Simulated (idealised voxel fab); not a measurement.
voxel gate over fins: a process module
Each square cell in cross-section cut measures 5 nm, and the section as a whole is 275 nm wide.
Cross-section layout: square cells on a grid; listed as bands, top to bottom; a band spans one or more cell rows. Per band: top height and bottom height in nm, followed by the left-to-right materials and their widths in nm; "edge to edge" marks a single material spanning edge to edge, "empty" marks empty space. Zero point of the height axis is 0; under it, received wafer = one material. Lowest band: continues down indefinitely, "0..down". A width given as "30..40" starts at the first number in the band's top row and ends at the second number in its bottom row, shifting by an equal amount at every step from row to row. Where the words "stayed the same" appear for a step, the cross-section shows no cell changed by that step; every cell remained as before. "Closed empty spaces" - sealed voids, min. 8 cells, no opening to top; format: width x height at distance (distance from left edge; nm throughout). On a step's line, text after the settings is the simulator commenting on that step. You can add "overlay nm" to a step's line. For a step with a mask, it describes how far the mask lay to the right of its planned position, and a negative number describes a lay to the left.
Process steps foreseen in the plan
1) RECEIVE [material Si]
2) CONFORMAL_DEP [material SiN] [thk nm 10]
3) PATTERN [tone cover] [mask id FINS] [material resist] [width nm 15] [pitch nm 60] [thk nm 15] [overlay nm 0]
4) DIRECTIONAL_ETCH [etch materials SiN] [depth nm 10]
5) DIRECTIONAL_ETCH [etch materials Si] [depth nm 30]
6) STRIP [etch materials resist]
7) OXIDIZE [depth nm 5]
8) FILL_DEP [material SiO2] [thk nm 5]
9) CMP [height nm 10]
10) MASKED_ETCH [tone open] [mask id RAIL] [width nm 15] [etch materials SiO2] [depth nm 35] [overlay nm 0]
11) CONFORMAL_DEP [material TiN] [thk nm 5]
12) FILL_DEP [material W] [thk nm 5]
13) CMP [height nm 10]
14) SELECTIVE_ETCH [etch materials W Ru TiN] [depth nm 30]
15) FILL_DEP [material SiO2] [thk nm 5]
16) CMP [height nm 10]
17) SELECTIVE_ETCH [etch materials SiO2] [depth nm 25]
18) STRIP [etch materials SiN]
19) CONFORMAL_DEP [material HfO2] [thk nm 5]
20) CONFORMAL_DEP [material TiN] [thk nm 5]
21) CONFORMAL_DEP [material TiAl] [thk nm 5]
22) CONFORMAL_DEP [material TiN] [thk nm 5]
23) FILL_DEP [material W] [thk nm 15]
24) CMP [height nm 30]
25) CONFORMAL_DEP [material SiCN] [thk nm 5]
The first of two wafers, run as planned
Cross-section of the wafer at receipt, which is the condition after step 1
> 0..down  Si edge to edge
> Closed empty spaces: none
How the wafer stands in section after step 2
> 10..0  SiN edge to edge
> At heights below 0, the structure remains unaltered.
How the wafer stands in section after step 3
> 25..10  70 empty, then 15 resist, then 45 empty, then 15 resist, then 45 empty, then 15 resist, then 70 empty
> At heights below 10, the structure remains unaltered.
How the wafer stands in section after step 4
> 25..10  70 empty, then 15 resist, then 45 empty, then 15 resist, then 45 empty, then 15 resist, then 70 empty
> 10..0  70 empty, then 15 SiN, then 45 empty, then 15 SiN, then 45 empty, then 15 SiN, then 70 empty
> At heights below 0, the structure remains unaltered.
How the wafer stands in section after step 5
> 25..10  70 empty, then 15 resist, then 45 empty, then 15 resist, then 45 empty, then 15 resist, then 70 empty
> 10..0  70 empty, then 15 SiN, then 45 empty, then 15 SiN, then 45 empty, then 15 SiN, then 70 empty
> 0..-30  70 empty, then 15 Si, then 45 empty, then 15 Si, then 45 empty, then 15 Si, then 70 empty
> At heights below -30, the structure remains unaltered.
How the wafer stands in section after step 6
> 10..0  70 empty, then 15 SiN, then 45 empty, then 15 SiN, then 45 empty, then 15 SiN, then 70 empty
> At heights below 0, the structure remains unaltered.
How the wafer stands in section after step 7
> 10..0  70 empty, then 15 SiN, then 45 empty, then 15 SiN, then 45 empty, then 15 SiN, then 70 empty
> 0..-30  70 empty, then 5 SiO2, then 5 Si, then 5 SiO2, then 45 empty, then 5 SiO2, then 5 Si, then 5 SiO2, then 45 empty, then 5 SiO2, then 5 Si, then 5 SiO2, then 70 empty
> -30..-35  75 SiO2, then 5 Si, then 55 SiO2, then 5 Si, then 55 SiO2, then 5 Si, then 75 SiO2
> At heights below -35, the structure remains unaltered.
How the wafer stands in section after step 8
> 15..10  SiO2 edge to edge
> 10..0  70 SiO2, then 15 SiN, then 45 SiO2, then 15 SiN, then 45 SiO2, then 15 SiN, then 70 SiO2
> 0..-35  75 SiO2, then 5 Si, then 55 SiO2, then 5 Si, then 55 SiO2, then 5 Si, then 75 SiO2
> At heights below -35, the structure remains unaltered.
How the wafer stands in section after step 9
> 10..0  70 SiO2, then 15 SiN, then 45 SiO2, then 15 SiN, then 45 SiO2, then 15 SiN, then 70 SiO2
> At heights below 0, the structure remains unaltered.
How the wafer stands in section after step 10
> 10..0  70 SiO2, then 15 SiN, then 15 SiO2, then 15 empty, then 15 SiO2, then 15 SiN, then 45 SiO2, then 15 SiN, then 70 SiO2
> 0..-25  75 SiO2, then 5 Si, then 20 SiO2, then 15 empty, then 20 SiO2, then 5 Si, then 55 SiO2, then 5 Si, then 75 SiO2
> At heights below -25, the structure remains unaltered.
How the wafer stands in section after step 11
> 15..10  105 TiN, then 5 empty, then 165 TiN
> 10..0  70 SiO2, then 15 SiN, then 15 SiO2, then 5 TiN, then 5 empty, then 5 TiN, then 15 SiO2, then 15 SiN, then 45 SiO2, then 15 SiN, then 70 SiO2
> 0..-20  75 SiO2, then 5 Si, then 20 SiO2, then 5 TiN, then 5 empty, then 5 TiN, then 20 SiO2, then 5 Si, then 55 SiO2, then 5 Si, then 75 SiO2
> -20..-25  75 SiO2, then 5 Si, then 20 SiO2, then 15 TiN, then 20 SiO2, then 5 Si, then 55 SiO2, then 5 Si, then 75 SiO2
> At heights below -25, the structure remains unaltered.
How the wafer stands in section after step 12
> 20..15  W edge to edge
> 15..10  105 TiN, then 5 W, then 165 TiN
> 10..0  70 SiO2, then 15 SiN, then 15 SiO2, then 5 TiN, then 5 W, then 5 TiN, then 15 SiO2, then 15 SiN, then 45 SiO2, then 15 SiN, then 70 SiO2
> 0..-20  75 SiO2, then 5 Si, then 20 SiO2, then 5 TiN, then 5 W, then 5 TiN, then 20 SiO2, then 5 Si, then 55 SiO2, then 5 Si, then 75 SiO2
> At heights below -20, the structure remains unaltered.
How the wafer stands in section after step 13
> 10..0  70 SiO2, then 15 SiN, then 15 SiO2, then 5 TiN, then 5 W, then 5 TiN, then 15 SiO2, then 15 SiN, then 45 SiO2, then 15 SiN, then 70 SiO2
> At heights below 0, the structure remains unaltered.
How the wafer stands in section after step 14
> 10..0  70 SiO2, then 15 SiN, then 15 SiO2, then 15 empty, then 15 SiO2, then 15 SiN, then 45 SiO2, then 15 SiN, then 70 SiO2
> 0..-20  75 SiO2, then 5 Si, then 20 SiO2, then 15 empty, then 20 SiO2, then 5 Si, then 55 SiO2, then 5 Si, then 75 SiO2
> At heights below -20, the structure remains unaltered.
How the wafer stands in section after step 15
> 15..10  SiO2 edge to edge
> 10..0  70 SiO2, then 15 SiN, then 45 SiO2, then 15 SiN, then 45 SiO2, then 15 SiN, then 70 SiO2
> 0..-20  75 SiO2, then 5 Si, then 55 SiO2, then 5 Si, then 55 SiO2, then 5 Si, then 75 SiO2
> At heights below -20, the structure remains unaltered.
How the wafer stands in section after step 16
> 10..0  70 SiO2, then 15 SiN, then 45 SiO2, then 15 SiN, then 45 SiO2, then 15 SiN, then 70 SiO2
> At heights below 0, the structure remains unaltered.
How the wafer stands in section after step 17
> 10..0  70 empty, then 15 SiN, then 45 empty, then 15 SiN, then 45 empty, then 15 SiN, then 70 empty
> 0..-15  75 empty, then 5 Si, then 55 empty, then 5 Si, then 55 empty, then 5 Si, then 75 empty
> At heights below -15, the structure remains unaltered.
How the wafer stands in section after step 18
> 0..-15  75 empty, then 5 Si, then 55 empty, then 5 Si, then 55 empty, then 5 Si, then 75 empty
> At heights below -15, the structure remains unaltered.
How the wafer stands in section after step 19
> 5..0  70 empty, then 15 HfO2, then 45 empty, then 15 HfO2, then 45 empty, then 15 HfO2, then 70 empty
> 0..-10  70 empty, then 5 HfO2, then 5 Si, then 5 HfO2, then 45 empty, then 5 HfO2, then 5 Si, then 5 HfO2, then 45 empty, then 5 HfO2, then 5 Si, then 5 HfO2, then 70 empty
> -10..-15  75 HfO2, then 5 Si, then 55 HfO2, then 5 Si, then 55 HfO2, then 5 Si, then 75 HfO2
> At heights below -15, the structure remains unaltered.
How the wafer stands in section after step 20
> 10..5  65 empty, then 25 TiN, then 35 empty, then 25 TiN, then 35 empty, then 25 TiN, then 65 empty
> 5..0  65 empty, then 5 TiN, then 15 HfO2, then 5 TiN, then 35 empty, then 5 TiN, then 15 HfO2, then 5 TiN, then 35 empty, then 5 TiN, then 15 HfO2, then 5 TiN, then 65 empty
> 0..-5  65 empty, then 5 TiN, then 5 HfO2, then 5 Si, then 5 HfO2, then 5 TiN, then 35 empty, then 5 TiN, then 5 HfO2, then 5 Si, then 5 HfO2, then 5 TiN, then 35 empty, then 5 TiN, then 5 HfO2, then 5 Si, then 5 HfO2, then 5 TiN, then 65 empty
> -5..-10  70 TiN, then 5 HfO2, then 5 Si, then 5 HfO2, then 45 TiN, then 5 HfO2, then 5 Si, then 5 HfO2, then 45 TiN, then 5 HfO2, then 5 Si, then 5 HfO2, then 70 TiN
> At heights below -10, the structure remains unaltered.
How the wafer stands in section after step 21
> 15..10  60 empty, then 35 TiAl, then 25 empty, then 35 TiAl, then 25 empty, then 35 TiAl, then 60 empty
> 10..5  60 empty, then 5 TiAl, then 25 TiN, then 5 TiAl, then 25 empty, then 5 TiAl, then 25 TiN, then 5 TiAl, then 25 empty, then 5 TiAl, then 25 TiN, then 5 TiAl, then 60 empty
> 5..0  60 empty, then 5 TiAl, then 5 TiN, then 15 HfO2, then 5 TiN, then 5 TiAl, then 25 empty, then 5 TiAl, then 5 TiN, then 15 HfO2, then 5 TiN, then 5 TiAl, then 25 empty, then 5 TiAl, then 5 TiN, then 15 HfO2, then 5 TiN, then 5 TiAl, then 60 empty
> 0..-5  65 TiAl, then 5 TiN, then 5 HfO2, then 5 Si, then 5 HfO2, then 5 TiN, then 35 TiAl, then 5 TiN, then 5 HfO2, then 5 Si, then 5 HfO2, then 5 TiN, then 35 TiAl, then 5 TiN, then 5 HfO2, then 5 Si, then 5 HfO2, then 5 TiN, then 65 TiAl
> At heights below -5, the structure remains unaltered.
How the wafer stands in section after step 22
> 20..15  55 empty, then 45 TiN, then 15 empty, then 45 TiN, then 15 empty, then 45 TiN, then 55 empty
> 15..10  55 empty, then 5 TiN, then 35 TiAl, then 5 TiN, then 15 empty, then 5 TiN, then 35 TiAl, then 5 TiN, then 15 empty, then 5 TiN, then 35 TiAl, then 5 TiN, then 55 empty
> 10..5  55 empty, then 5 TiN, then 5 TiAl, then 25 TiN, then 5 TiAl, then 5 TiN, then 15 empty, then 5 TiN, then 5 TiAl, then 25 TiN, then 5 TiAl, then 5 TiN, then 15 empty, then 5 TiN, then 5 TiAl, then 25 TiN, then 5 TiAl, then 5 TiN, then 55 empty
> 5..0  60 TiN, then 5 TiAl, then 5 TiN, then 15 HfO2, then 5 TiN, then 5 TiAl, then 25 TiN, then 5 TiAl, then 5 TiN, then 15 HfO2, then 5 TiN, then 5 TiAl, then 25 TiN, then 5 TiAl, then 5 TiN, then 15 HfO2, then 5 TiN, then 5 TiAl, then 60 TiN
> At heights below 0, the structure remains unaltered.
How the wafer stands in section after step 23
> 35..20  W edge to edge
> 20..15  55 W, then 45 TiN, then 15 W, then 45 TiN, then 15 W, then 45 TiN, then 55 W
> 15..10  55 W, then 5 TiN, then 35 TiAl, then 5 TiN, then 15 W, then 5 TiN, then 35 TiAl, then 5 TiN, then 15 W, then 5 TiN, then 35 TiAl, then 5 TiN, then 55 W
> 10..5  55 W, then 5 TiN, then 5 TiAl, then 25 TiN, then 5 TiAl, then 5 TiN, then 15 W, then 5 TiN, then 5 TiAl, then 25 TiN, then 5 TiAl, then 5 TiN, then 15 W, then 5 TiN, then 5 TiAl, then 25 TiN, then 5 TiAl, then 5 TiN, then 55 W
> At heights below 5, the structure remains unaltered.
How the wafer stands in section after step 24
> 30..20  W edge to edge
> At heights below 20, the structure remains unaltered.
How the wafer stands in section after step 25
> 35..30  SiCN edge to edge
> At heights below 30, the structure remains unaltered.
For the second wafer, take the first wafer's start and plan, then add one mistake made in running it; everything through step 4, that step included, is shared with the first
Cross-section of the second wafer corresponding to the planned conclusion of step 5
> 25..10  70 empty, then 15 resist, then 45 empty, then 15 resist, then 45 empty, then 15 resist, then 70 empty
> 10..0  70 empty, then 15 SiN, then 45 empty, then 15 SiN, then 45 empty, then 15 SiN, then 70 empty
> 0..-40  70 empty, then 15 Si, then 45 empty, then 15 Si, then 45 empty, then 15 Si, then 70 empty
> At heights below -40, the structure remains unaltered.
Cross-section of the second wafer corresponding to the planned conclusion of step 6
> 10..0  70 empty, then 15 SiN, then 45 empty, then 15 SiN, then 45 empty, then 15 SiN, then 70 empty
> At heights below 0, the structure remains unaltered.
Cross-section of the second wafer corresponding to the planned conclusion of step 7
> 10..0  70 empty, then 15 SiN, then 45 empty, then 15 SiN, then 45 empty, then 15 SiN, then 70 empty
> 0..-40  70 empty, then 5 SiO2, then 5 Si, then 5 SiO2, then 45 empty, then 5 SiO2, then 5 Si, then 5 SiO2, then 45 empty, then 5 SiO2, then 5 Si, then 5 SiO2, then 70 empty
> -40..-45  75 SiO2, then 5 Si, then 55 SiO2, then 5 Si, then 55 SiO2, then 5 Si, then 75 SiO2
> At heights below -45, the structure remains unaltered.
Cross-section of the second wafer corresponding to the planned conclusion of step 8
> 15..10  SiO2 edge to edge
> 10..0  70 SiO2, then 15 SiN, then 45 SiO2, then 15 SiN, then 45 SiO2, then 15 SiN, then 70 SiO2
> 0..-45  75 SiO2, then 5 Si, then 55 SiO2, then 5 Si, then 55 SiO2, then 5 Si, then 75 SiO2
> At heights below -45, the structure remains unaltered.
Cross-section of the second wafer corresponding to the planned conclusion of step 9
> 10..0  70 SiO2, then 15 SiN, then 45 SiO2, then 15 SiN, then 45 SiO2, then 15 SiN, then 70 SiO2
> At heights below 0, the structure remains unaltered.
Cross-section of the second wafer corresponding to the planned conclusion of step 10
> 10..0  70 SiO2, then 15 SiN, then 15 SiO2, then 15 empty, then 15 SiO2, then 15 SiN, then 45 SiO2, then 15 SiN, then 70 SiO2
> 0..-25  75 SiO2, then 5 Si, then 20 SiO2, then 15 empty, then 20 SiO2, then 5 Si, then 55 SiO2, then 5 Si, then 75 SiO2
> At heights below -25, the structure remains unaltered.
Cross-section of the second wafer corresponding to the planned conclusion of step 11
> 15..10  105 TiN, then 5 empty, then 165 TiN
> 10..0  70 SiO2, then 15 SiN, then 15 SiO2, then 5 TiN, then 5 empty, then 5 TiN, then 15 SiO2, then 15 SiN, then 45 SiO2, then 15 SiN, then 70 SiO2
> 0..-20  75 SiO2, then 5 Si, then 20 SiO2, then 5 TiN, then 5 empty, then 5 TiN, then 20 SiO2, then 5 Si, then 55 SiO2, then 5 Si, then 75 SiO2
> -20..-25  75 SiO2, then 5 Si, then 20 SiO2, then 15 TiN, then 20 SiO2, then 5 Si, then 55 SiO2, then 5 Si, then 75 SiO2
> At heights below -25, the structure remains unaltered.
Cross-section of the second wafer corresponding to the planned conclusion of step 12
> 20..15  W edge to edge
> 15..10  105 TiN, then 5 W, then 165 TiN
> 10..0  70 SiO2, then 15 SiN, then 15 SiO2, then 5 TiN, then 5 W, then 5 TiN, then 15 SiO2, then 15 SiN, then 45 SiO2, then 15 SiN, then 70 SiO2
> 0..-20  75 SiO2, then 5 Si, then 20 SiO2, then 5 TiN, then 5 W, then 5 TiN, then 20 SiO2, then 5 Si, then 55 SiO2, then 5 Si, then 75 SiO2
> At heights below -20, the structure remains unaltered.
Cross-section of the second wafer corresponding to the planned conclusion of step 13
> 10..0  70 SiO2, then 15 SiN, then 15 SiO2, then 5 TiN, then 5 W, then 5 TiN, then 15 SiO2, then 15 SiN, then 45 SiO2, then 15 SiN, then 70 SiO2
> At heights below 0, the structure remains unaltered.
Cross-section of the second wafer corresponding to the planned conclusion of step 14
> 10..0  70 SiO2, then 15 SiN, then 15 SiO2, then 15 empty, then 15 SiO2, then 15 SiN, then 45 SiO2, then 15 SiN, then 70 SiO2
> 0..-20  75 SiO2, then 5 Si, then 20 SiO2, then 15 empty, then 20 SiO2, then 5 Si, then 55 SiO2, then 5 Si, then 75 SiO2
> At heights below -20, the structure remains unaltered.
Cross-section of the second wafer corresponding to the planned conclusion of step 15
> 15..10  SiO2 edge to edge
> 10..0  70 SiO2, then 15 SiN, then 45 SiO2, then 15 SiN, then 45 SiO2, then 15 SiN, then 70 SiO2
> 0..-20  75 SiO2, then 5 Si, then 55 SiO2, then 5 Si, then 55 SiO2, then 5 Si, then 75 SiO2
> At heights below -20, the structure remains unaltered.
Cross-section of the second wafer corresponding to the planned conclusion of step 16
> 10..0  70 SiO2, then 15 SiN, then 45 SiO2, then 15 SiN, then 45 SiO2, then 15 SiN, then 70 SiO2
> At heights below 0, the structure remains unaltered.
Cross-section of the second wafer corresponding to the planned conclusion of step 17
> 10..0  70 empty, then 15 SiN, then 45 empty, then 15 SiN, then 45 empty, then 15 SiN, then 70 empty
> 0..-15  75 empty, then 5 Si, then 55 empty, then 5 Si, then 55 empty, then 5 Si, then 75 empty
> At heights below -15, the structure remains unaltered.
Cross-section of the second wafer corresponding to the planned conclusion of step 18
> 0..-15  75 empty, then 5 Si, then 55 empty, then 5 Si, then 55 empty, then 5 Si, then 75 empty
> At heights below -15, the structure remains unaltered.
Cross-section of the second wafer corresponding to the planned conclusion of step 19
> 5..0  70 empty, then 15 HfO2, then 45 empty, then 15 HfO2, then 45 empty, then 15 HfO2, then 70 empty
> 0..-10  70 empty, then 5 HfO2, then 5 Si, then 5 HfO2, then 45 empty, then 5 HfO2, then 5 Si, then 5 HfO2, then 45 empty, then 5 HfO2, then 5 Si, then 5 HfO2, then 70 empty
> -10..-15  75 HfO2, then 5 Si, then 55 HfO2, then 5 Si, then 55 HfO2, then 5 Si, then 75 HfO2
> At heights below -15, the structure remains unaltered.
Cross-section of the second wafer corresponding to the planned conclusion of step 20
> 10..5  65 empty, then 25 TiN, then 35 empty, then 25 TiN, then 35 empty, then 25 TiN, then 65 empty
> 5..0  65 empty, then 5 TiN, then 15 HfO2, then 5 TiN, then 35 empty, then 5 TiN, then 15 HfO2, then 5 TiN, then 35 empty, then 5 TiN, then 15 HfO2, then 5 TiN, then 65 empty
> 0..-5  65 empty, then 5 TiN, then 5 HfO2, then 5 Si, then 5 HfO2, then 5 TiN, then 35 empty, then 5 TiN, then 5 HfO2, then 5 Si, then 5 HfO2, then 5 TiN, then 35 empty, then 5 TiN, then 5 HfO2, then 5 Si, then 5 HfO2, then 5 TiN, then 65 empty
> -5..-10  70 TiN, then 5 HfO2, then 5 Si, then 5 HfO2, then 45 TiN, then 5 HfO2, then 5 Si, then 5 HfO2, then 45 TiN, then 5 HfO2, then 5 Si, then 5 HfO2, then 70 TiN
> At heights below -10, the structure remains unaltered.
Cross-section of the second wafer corresponding to the planned conclusion of step 21
> 15..10  60 empty, then 35 TiAl, then 25 empty, then 35 TiAl, then 25 empty, then 35 TiAl, then 60 empty
> 10..5  60 empty, then 5 TiAl, then 25 TiN, then 5 TiAl, then 25 empty, then 5 TiAl, then 25 TiN, then 5 TiAl, then 25 empty, then 5 TiAl, then 25 TiN, then 5 TiAl, then 60 empty
> 5..0  60 empty, then 5 TiAl, then 5 TiN, then 15 HfO2, then 5 TiN, then 5 TiAl, then 25 empty, then 5 TiAl, then 5 TiN, then 15 HfO2, then 5 TiN, then 5 TiAl, then 25 empty, then 5 TiAl, then 5 TiN, then 15 HfO2, then 5 TiN, then 5 TiAl, then 60 empty
> 0..-5  65 TiAl, then 5 TiN, then 5 HfO2, then 5 Si, then 5 HfO2, then 5 TiN, then 35 TiAl, then 5 TiN, then 5 HfO2, then 5 Si, then 5 HfO2, then 5 TiN, then 35 TiAl, then 5 TiN, then 5 HfO2, then 5 Si, then 5 HfO2, then 5 TiN, then 65 TiAl
> At heights below -5, the structure remains unaltered.
Cross-section of the second wafer corresponding to the planned conclusion of step 22
> 20..15  55 empty, then 45 TiN, then 15 empty, then 45 TiN, then 15 empty, then 45 TiN, then 55 empty
> 15..10  55 empty, then 5 TiN, then 35 TiAl, then 5 TiN, then 15 empty, then 5 TiN, then 35 TiAl, then 5 TiN, then 15 empty, then 5 TiN, then 35 TiAl, then 5 TiN, then 55 empty
> 10..5  55 empty, then 5 TiN, then 5 TiAl, then 25 TiN, then 5 TiAl, then 5 TiN, then 15 empty, then 5 TiN, then 5 TiAl, then 25 TiN, then 5 TiAl, then 5 TiN, then 15 empty, then 5 TiN, then 5 TiAl, then 25 TiN, then 5 TiAl, then 5 TiN, then 55 empty
> 5..0  60 TiN, then 5 TiAl, then 5 TiN, then 15 HfO2, then 5 TiN, then 5 TiAl, then 25 TiN, then 5 TiAl, then 5 TiN, then 15 HfO2, then 5 TiN, then 5 TiAl, then 25 TiN, then 5 TiAl, then 5 TiN, then 15 HfO2, then 5 TiN, then 5 TiAl, then 60 TiN
> At heights below 0, the structure remains unaltered.
Cross-section of the second wafer corresponding to the planned conclusion of step 23
> 35..20  W edge to edge
> 20..15  55 W, then 45 TiN, then 15 W, then 45 TiN, then 15 W, then 45 TiN, then 55 W
> 15..10  55 W, then 5 TiN, then 35 TiAl, then 5 TiN, then 15 W, then 5 TiN, then 35 TiAl, then 5 TiN, then 15 W, then 5 TiN, then 35 TiAl, then 5 TiN, then 55 W
> 10..5  55 W, then 5 TiN, then 5 TiAl, then 25 TiN, then 5 TiAl, then 5 TiN, then 15 W, then 5 TiN, then 5 TiAl, then 25 TiN, then 5 TiAl, then 5 TiN, then 15 W, then 5 TiN, then 5 TiAl, then 25 TiN, then 5 TiAl, then 5 TiN, then 55 W
> At heights below 5, the structure remains unaltered.
Cross-section of the second wafer corresponding to the planned conclusion of step 24
> 30..20  W edge to edge
> At heights below 20, the structure remains unaltered.
Cross-section of the second wafer corresponding to the planned conclusion of step 25
> 35..30  SiCN edge to edge
> At heights below 30, the structure remains unaltered.
The plan and the run diverged here: for step 5, the planned setting was not used; the step was instead run as DIRECTIONAL_ETCH [etch materials Si] [depth nm 40]
Heads up, by the end the second wafer has more or fewer cells of some materials compared to the first: Si -104; SiO2 +104
